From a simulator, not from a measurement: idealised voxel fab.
The name of this process module is voxel air gaps.
FYI the section here is cut, 270 nm wide, cells are 5 nm squares.
Heads up, the way a cross-section reads in here is a grid of square cells, handed over as bands from the top down, with every band being one or more rows of cells. First you get the band's top height and its bottom height, in nm, and then the materials it's made of, left to right, with each width in nm. If you see a single material with "full width", that one covers the band edge to edge. "empty" is empty space. Heights from 0 (as-received wafer is one material below). Bottom band endless downward, as "0 and below". Think of "30 to 40" as a width that walks from the first number to the second as you go down the band, top row to bottom row, taking equal-sized steps from row to row. Key: "nothing different" - step with no changed cell in the cross-section. Entry "Voids, enclosed" = empty spaces >= 8 cells with no open way to the top; each as width x height at distance, distance from left edge, all nm. Past the settings on a step's line: simulator remark, on that step. You can add "overlay nm" to a step's line. For a step with a mask, it describes how far the mask lay to the right of its planned position, and a negative number describes a lay to the left.

The planned process steps are enumerated hereunder:
1,RECEIVE, material Si
2,CONFORMAL_DEP, material SiO2, thk nm 10
3,CONFORMAL_DEP, material SiN, thk nm 5
4,DIRECTIONAL_DEP, material SiO2, thk nm 35
5,MASKED_ETCH, tone open, mask id LINES, width nm 20, pitch nm 45, etch materials SiO2, depth nm 35, overlay nm 0
6,CONFORMAL_DEP, material TiN, thk nm 5
7,FILL_DEP, material W, thk nm 5
8,CMP, height nm 50
9,EPI, material Ru, thk nm 10
10,SELECTIVE_ETCH, etch materials SiO2, depth nm 45
11,CONFORMAL_DEP, material SiCN, thk nm 5

The first of two wafers, run as planned:

Received-state cross-section, reflecting completion of step 1:
> 0 and below = Si full width
> Voids, enclosed: none

After step 2:
> 10 down to 0 = SiO2 full width
> Below 0, the layers are the same as they were.

After step 3:
> 15 down to 10 = SiN full width
> Below 10, the layers are the same as they were.

After step 4:
> 50 down to 15 = SiO2 full width
> Below 15, the layers are the same as they were.

After step 5:
> 50 down to 15 = SiO2 (55)  empty (20)  SiO2 (25)  empty (20)  SiO2 (25)  empty (20)  SiO2 (25)  empty (20)  SiO2 (60)
> Below 15, the layers are the same as they were.

After step 6:
> 55 down to 50 = TiN (60)  empty (10)  TiN (35)  empty (10)  TiN (35)  empty (10)  TiN (35)  empty (10)  TiN (65)
> 50 down to 20 = SiO2 (55)  TiN (5)  empty (10)  TiN (5)  SiO2 (25)  TiN (5)  empty (10)  TiN (5)  SiO2 (25)  TiN (5)  empty (10)  TiN (5)  SiO2 (25)  TiN (5)  empty (10)  TiN (5)  SiO2 (60)
> 20 down to 15 = SiO2 (55)  TiN (20)  SiO2 (25)  TiN (20)  SiO2 (25)  TiN (20)  SiO2 (25)  TiN (20)  SiO2 (60)
> Below 15, the layers are the same as they were.

After step 7:
> 60 down to 55 = W full width
> 55 down to 50 = TiN (60)  W (10)  TiN (35)  W (10)  TiN (35)  W (10)  TiN (35)  W (10)  TiN (65)
> 50 down to 20 = SiO2 (55)  TiN (5)  W (10)  TiN (5)  SiO2 (25)  TiN (5)  W (10)  TiN (5)  SiO2 (25)  TiN (5)  W (10)  TiN (5)  SiO2 (25)  TiN (5)  W (10)  TiN (5)  SiO2 (60)
> Below 20, the layers are the same as they were.

After step 8:
> 50 down to 20 = SiO2 (55)  TiN (5)  W (10)  TiN (5)  SiO2 (25)  TiN (5)  W (10)  TiN (5)  SiO2 (25)  TiN (5)  W (10)  TiN (5)  SiO2 (25)  TiN (5)  W (10)  TiN (5)  SiO2 (60)
> Below 20, the layers are the same as they were.

After step 9:
> 60 down to 50 = empty (45)  Ru (40)  empty (5)  Ru (40)  empty (5)  Ru (40)  empty (5)  Ru (40)  empty (50)
> Below 50, the layers are the same as they were.

After step 10:
> 60 down to 50 = empty (45)  Ru (40)  empty (5)  Ru (40)  empty (5)  Ru (40)  empty (5)  Ru (40)  empty (50)
> 50 down to 20 = empty (55)  TiN (5)  W (10)  TiN (5)  empty (25)  TiN (5)  W (10)  TiN (5)  empty (25)  TiN (5)  W (10)  TiN (5)  empty (25)  TiN (5)  W (10)  TiN (5)  empty (60)
> 20 down to 15 = empty (55)  TiN (20)  empty (25)  TiN (20)  empty (25)  TiN (20)  empty (25)  TiN (20)  empty (60)
> Below 15, the layers are the same as they were.

After step 11:
> 65 down to 60 = empty (40)  SiCN (185)  empty (45)
> 60 down to 50 = empty (40)  SiCN (5)  Ru (40)  SiCN (5)  Ru (40)  SiCN (5)  Ru (40)  SiCN (5)  Ru (40)  SiCN (5)  empty (45)
> 50 down to 45 = empty (40)  SiCN (15)  TiN (5)  W (10)  TiN (5)  SiCN (25)  TiN (5)  W (10)  TiN (5)  SiCN (25)  TiN (5)  W (10)  TiN (5)  SiCN (25)  TiN (5)  W (10)  TiN (5)  SiCN (15)  empty (45)
> 45 down to 20 = empty (50)  SiCN (5)  TiN (5)  W (10)  TiN (5)  SiCN (5)  empty (15)  SiCN (5)  TiN (5)  W (10)  TiN (5)  SiCN (5)  empty (15)  SiCN (5)  TiN (5)  W (10)  TiN (5)  SiCN (5)  empty (15)  SiCN (5)  TiN (5)  W (10)  TiN (5)  SiCN (5)  empty (55)
> 20 down to 15 = SiCN (55)  TiN (20)  SiCN (25)  TiN (20)  SiCN (25)  TiN (20)  SiCN (25)  TiN (20)  SiCN (60)
> Below 15, the layers are the same as they were.
> Voids, enclosed: 15 x 25 at 80; 15 x 25 at 125; 15 x 25 at 170

The remaining wafer, second of the two, started like the first and was run to the same plan, except that one mistake was made along the way; the two coincide through step 5, inclusive:

The second wafer in cross-section, at the planned close of step 6:
> 55 down to 50 = SiCN (60)  empty (10)  SiCN (35)  empty (10)  SiCN (35)  empty (10)  SiCN (35)  empty (10)  SiCN (65)
> 50 down to 20 = SiO2 (55)  SiCN (5)  empty (10)  SiCN (5)  SiO2 (25)  SiCN (5)  empty (10)  SiCN (5)  SiO2 (25)  SiCN (5)  empty (10)  SiCN (5)  SiO2 (25)  SiCN (5)  empty (10)  SiCN (5)  SiO2 (60)
> 20 down to 15 = SiO2 (55)  SiCN (20)  SiO2 (25)  SiCN (20)  SiO2 (25)  SiCN (20)  SiO2 (25)  SiCN (20)  SiO2 (60)
> Below 15, the layers are the same as they were.

The second wafer in cross-section, at the planned close of step 7:
> 60 down to 55 = W full width
> 55 down to 50 = SiCN (60)  W (10)  SiCN (35)  W (10)  SiCN (35)  W (10)  SiCN (35)  W (10)  SiCN (65)
> 50 down to 20 = SiO2 (55)  SiCN (5)  W (10)  SiCN (5)  SiO2 (25)  SiCN (5)  W (10)  SiCN (5)  SiO2 (25)  SiCN (5)  W (10)  SiCN (5)  SiO2 (25)  SiCN (5)  W (10)  SiCN (5)  SiO2 (60)
> Below 20, the layers are the same as they were.

The second wafer in cross-section, at the planned close of step 8:
> 50 down to 20 = SiO2 (55)  SiCN (5)  W (10)  SiCN (5)  SiO2 (25)  SiCN (5)  W (10)  SiCN (5)  SiO2 (25)  SiCN (5)  W (10)  SiCN (5)  SiO2 (25)  SiCN (5)  W (10)  SiCN (5)  SiO2 (60)
> Below 20, the layers are the same as they were.

The second wafer in cross-section, at the planned close of step 9:
> 60 down to 50 = empty (50)  Ru (30)  empty (15)  Ru (30)  empty (15)  Ru (30)  empty (15)  Ru (30)  empty (55)
> Below 50, the layers are the same as they were.

The second wafer in cross-section, at the planned close of step 10:
> 60 down to 50 = empty (50)  Ru (30)  empty (15)  Ru (30)  empty (15)  Ru (30)  empty (15)  Ru (30)  empty (55)
> 50 down to 20 = empty (55)  SiCN (5)  W (10)  SiCN (5)  empty (25)  SiCN (5)  W (10)  SiCN (5)  empty (25)  SiCN (5)  W (10)  SiCN (5)  empty (25)  SiCN (5)  W (10)  SiCN (5)  empty (60)
> 20 down to 15 = empty (55)  SiCN (20)  empty (25)  SiCN (20)  empty (25)  SiCN (20)  empty (25)  SiCN (20)  empty (60)
> Below 15, the layers are the same as they were.

The second wafer in cross-section, at the planned close of step 11:
> 65 down to 60 = empty (45)  SiCN (40)  empty (5)  SiCN (40)  empty (5)  SiCN (40)  empty (5)  SiCN (40)  empty (50)
> 60 down to 50 = empty (45)  SiCN (5)  Ru (30)  SiCN (5)  empty (5)  SiCN (5)  Ru (30)  SiCN (5)  empty (5)  SiCN (5)  Ru (30)  SiCN (5)  empty (5)  SiCN (5)  Ru (30)  SiCN (5)  empty (50)
> 50 down to 45 = empty (45)  SiCN (15)  W (10)  SiCN (15)  empty (5)  SiCN (15)  W (10)  SiCN (15)  empty (5)  SiCN (15)  W (10)  SiCN (15)  empty (5)  SiCN (15)  W (10)  SiCN (15)  empty (50)
> 45 down to 20 = empty (50)  SiCN (10)  W (10)  SiCN (10)  empty (15)  SiCN (10)  W (10)  SiCN (10)  empty (15)  SiCN (10)  W (10)  SiCN (10)  empty (15)  SiCN (10)  W (10)  SiCN (10)  empty (55)
> 20 down to 15 = SiCN full width
> Below 15, the layers are the same as they were.
Run error: step 6, actual vs plan mismatch, actual run CONFORMAL_DEP, material SiCN, thk nm 5
At the finish, the second wafer shows more or fewer cells for some materials than the first does: 16 fewer of Ru | 60 more of SiCN | 64 fewer of TiN
The final tally of closed voids stands at 3 on the first wafer and 0 on the second.
